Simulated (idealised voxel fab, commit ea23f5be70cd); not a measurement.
Module name: voxel double patterning (process module)
Displayed cross-section: cut, width of 265 nm, square cells sized 5 nm.
Heads up, the way a cross-section reads in here is a grid of square cells, handed over as bands from the top down, with every band being one or more rows of cells.
Band entry format. Leading values: height of top, height of bottom, nm. Remainder: materials in left-to-right order, each with its width in nm. Special words: "edge to edge" on a single material, which then fills the band edge to edge; "air", empty space.
Zero point of the height axis is 0; under it, received wafer = one material. Lowest band: continues down indefinitely, "0..down".
The two numbers in a width such as "30..40" mark its ends across the band: the first belongs to the top row of cells, the second to the bottom row, and from each row to the next the width moves by the same amount.
The designation "same as before", where it is given for a processing step, indicates that no cell of the cross-section was altered in the course of that step.
The list in "Fully sealed cavities" covers empty spaces of 8 cells or more that cannot reach the top through any open way, and it gives each as width x height at distance; the distance is from the left edge, and width, height and distance are in nm.
On each step's line, the part that comes after the settings is the simulator's own comment on the step.
"overlay nm", when on a step's line for a step with a mask, measures how far to the right of its planned place the mask lay; a negative measure means to the left.
These are the steps we planned for the process:
1: RECEIVE [material Si]
2: CONFORMAL_DEP [material SiO2] [thk nm 10]
3: DIRECTIONAL_DEP [material polySi] [thk nm 5]
4: DIRECTIONAL_DEP [material SiCN] [thk nm 5]
5: DIRECTIONAL_DEP [material aC] [thk nm 15]
6: PATTERN [tone open] [mask id FIRST] [material resist] [width nm 15] [pitch nm 50] [thk nm 30] [overlay nm 0]
7: DIRECTIONAL_ETCH [etch materials aC] [depth nm 15]
8: STRIP [etch materials resist]
9: DIRECTIONAL_ETCH [etch materials SiCN] [depth nm 5]
10: STRIP [etch materials aC]
11: PATTERN [tone open] [mask id SECOND] [material resist] [width nm 15] [thk nm 15] [overlay nm 0]
12: DIRECTIONAL_ETCH [etch materials SiCN] [depth nm 5]
13: STRIP [etch materials resist]
14: DIRECTIONAL_ETCH [etch materials polySi] [depth nm 10]
15: STRIP [etch materials SiCN]
The plan's step 3 thk nm is the first wafer's value; the wafers differ in this setting and start identical.
Cross-section of the first of several received wafers, showing its state after step 1:
    0..down = Si edge to edge
    Fully sealed cavities: none
End of module, by wafer: material-by-material cell gain (+) or loss (-) since receipt, then closed voids:
thk nm 5 | +106 SiO2 | +44 polySi | Fully sealed cavities: none
thk nm 10 | +106 SiO2 | +88 polySi | Fully sealed cavities: none
thk nm 15 | +106 SiO2 | +141 polySi | Fully sealed cavities: none
thk nm 20 | +106 SiO2 | +194 polySi | Fully sealed cavities: none
thk nm 25 | +106 SiO2 | +247 polySi | Fully sealed cavities: none
